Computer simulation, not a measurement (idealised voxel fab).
A process module follows: voxel capacitor over wiring.
Xsec cut, 205 nm wide, square cell size 5 nm.
Heads up, the way a cross-section reads in here is a grid of square cells, handed over as bands from the top down, with every band being one or more rows of cells.
Top, bottom (nm), then materials left to right with widths (nm); lone material tagged "all across" fills the whole band edge to edge; "blank" = empty space.
For the purposes of this specification, 0 denotes the height below which the wafer in its as-received condition is composed wholly of one material, and the lowermost band, lacking a lower limit, extends downward without end, as expressed in "z 0 and below".
A width given as "30->40" starts at the first number in the band's top row and ends at the second number in its bottom row, shifting by an equal amount at every step from row to row.
Reading "nothing got changed" for a step: not a cell of the cross-section changed in it.
Enclosed voids (no open way to top), threshold 8 cells or more, entry "Closed internal voids", notation width x height at distance, distance from left edge, nm.
On each step's line, the part that comes after the settings is the simulator's own comment on the step.
overlay nm, on a step with a mask: how far to the right of its planned place the mask lay; to the left if negative

-- Here's what the planned process steps look like
1 RECEIVE with material Si
2 CONFORMAL_DEP with material SiO2, thk nm 15
3 CONFORMAL_DEP with material SiCN, thk nm 5
4 DIRECTIONAL_DEP with material lowk, thk nm 25
5 MASKED_ETCH with tone open, mask id METAL_1, width nm 25, pitch nm 90, etch materials lowk, depth nm 25, overlay nm 0
6 MASKED_ETCH with tone open, mask id METAL_1, width nm 25, pitch nm 90, etch materials SiCN, depth nm 5, overlay nm 0
7 CONFORMAL_DEP with material TiN, thk nm 5
8 FILL_DEP with material Cu, thk nm 5
9 CMP with height nm 45
10 CONFORMAL_DEP with material SiCN, thk nm 5
11 DIRECTIONAL_DEP with material lowk, thk nm 10
12 DIRECTIONAL_DEP with material aC, thk nm 5
13 PATTERN with tone open, mask id PLUG_1, material resist, width nm 15, thk nm 30, overlay nm 0
14 DIRECTIONAL_ETCH with etch materials aC, depth nm 15
15 STRIP with etch materials resist
16 DIRECTIONAL_ETCH with etch materials lowk, depth nm 10
17 DIRECTIONAL_ETCH with etch materials SiCN, depth nm 5
18 STRIP with etch materials aC
19 EPI with material Ru, thk nm 10
20 EPI with material Ru, thk nm 5
21 DIRECTIONAL_DEP with material TiN, thk nm 5
22 DIRECTIONAL_DEP with material SiN, thk nm 5
23 DIRECTIONAL_DEP with material TiN, thk nm 5
24 PATTERN with tone cover, mask id UPPER_PLATE, material resist, width nm 70, thk nm 15, overlay nm 0
25 DIRECTIONAL_ETCH with etch materials TiN, depth nm 5
26 DIRECTIONAL_ETCH with etch materials SiN, depth nm 5
27 STRIP with etch materials resist
28 DIRECTIONAL_DEP with material aC, thk nm 15
29 PATTERN with tone cover, mask id LOWER_PLATE, material resist, width nm 80, thk nm 35, overlay nm 0
30 DIRECTIONAL_ETCH with etch materials aC, depth nm 15
31 STRIP with etch materials resist
32 DIRECTIONAL_ETCH with etch materials TiN, depth nm 5
33 STRIP with etch materials aC
34 FILL_DEP with material SiO2, thk nm 20
35 CMP with height nm 90
36 DIRECTIONAL_DEP with material aC, thk nm 15
37 PATTERN with tone open, mask id PLUG_2, material resist, width nm 15, thk nm 35, overlay nm 0
38 DIRECTIONAL_ETCH with etch materials aC, depth nm 15
39 STRIP with etch materials resist
40 DIRECTIONAL_ETCH with etch materials SiO2, depth nm 15
41 STRIP with etch materials aC
42 CONFORMAL_DEP with material TiN, thk nm 5
43 FILL_DEP with material Cu, thk nm 10
44 CMP with height nm 90
45 CONFORMAL_DEP with material SiCN, thk nm 5
Keep in mind the plan's value for the thk nm of step 12 comes from the first wafer; the wafers don't share that setting, but they do share the same starting point.

-- As-received state after step 1, first of several wafers, cross-section
z 0 and below = Si all across
Closed internal voids: none

-- First wafer of several, cross-section, module end, after step 45 (last)
z 95 to 90 = SiCN all across
z 90 to 80 = 65 nm SiO2; 5 nm TiN; 5 nm Cu; 5 nm TiN; 125 nm SiO2
z 80 to 70 = 65->55 nm SiO2; 15->70 nm TiN; 125->80 nm SiO2
z 70 to 65 = 55 nm SiO2; 70 nm SiN; 80 nm SiO2
z 65 to 60 = 50 nm SiO2; 80 nm TiN; 75 nm SiO2
z 60 to 50 = 55 nm lowk; 15 nm Ru; 135 nm lowk
z 50 to 45 = 55 nm SiCN; 15 nm Ru; 135 nm SiCN
z 45 to 20 = 45 nm lowk; 5 nm TiN; 15 nm Cu; 5 nm TiN; 65 nm lowk; 5 nm TiN; 15 nm Cu; 5 nm TiN; 45 nm lowk
z 20 to 15 = 45 nm SiCN; 25 nm TiN; 65 nm SiCN; 25 nm TiN; 45 nm SiCN
z 15 to 0 = SiO2 all across
z 0 and below = Si all across
Closed internal voids: none

-- X-section, last wafer, module end
z 95 to 90 = SiCN all across
z 90 to 80 = 65 nm SiO2; 5 nm TiN; 5 nm Cu; 5 nm TiN; 125 nm SiO2
z 80 to 70 = 65->55 nm SiO2; 15->70 nm TiN; 125->80 nm SiO2
z 70 to 65 = 55 nm SiO2; 70 nm SiN; 80 nm SiO2
z 65 to 60 = 50 nm SiO2; 80 nm TiN; 75 nm SiO2
z 60 to 50 = lowk all across
z 50 to 45 = SiCN all across
z 45 to 20 = 45 nm lowk; 5 nm TiN; 15 nm Cu; 5 nm TiN; 65 nm lowk; 5 nm TiN; 15 nm Cu; 5 nm TiN; 45 nm lowk
z 20 to 15 = 45 nm SiCN; 25 nm TiN; 65 nm SiCN; 25 nm TiN; 45 nm SiCN
z 15 to 0 = SiO2 all across
z 0 and below = Si all across
Closed internal voids: none

-- Each row below is a wafer at the end of the module, listing for every material the number of cells it has gained (+) or lost (-) since it was received, followed by its closed voids
thk nm 5, +32 Cu, +9 Ru, +110 SiCN, +14 SiN, +316 SiO2, +67 TiN, +231 lowk, Closed internal voids: none
thk nm 10, +32 Cu, +9 Ru, +110 SiCN, +14 SiN, +316 SiO2, +67 TiN, +231 lowk, Closed internal voids: none
thk nm 15, +32 Cu, +9 Ru, +110 SiCN, +14 SiN, +316 SiO2, +67 TiN, +231 lowk, Closed internal voids: none
thk nm 20, +32 Cu, +113 SiCN, +14 SiN, +316 SiO2, +67 TiN, +237 lowk, Closed internal voids: none
thk nm 25, +32 Cu, +113 SiCN, +14 SiN, +316 SiO2, +67 TiN, +237 lowk, Closed internal voids: none
thk nm 30, +32 Cu, +113 SiCN, +14 SiN, +316 SiO2, +67 TiN, +237 lowk, Closed internal voids: none
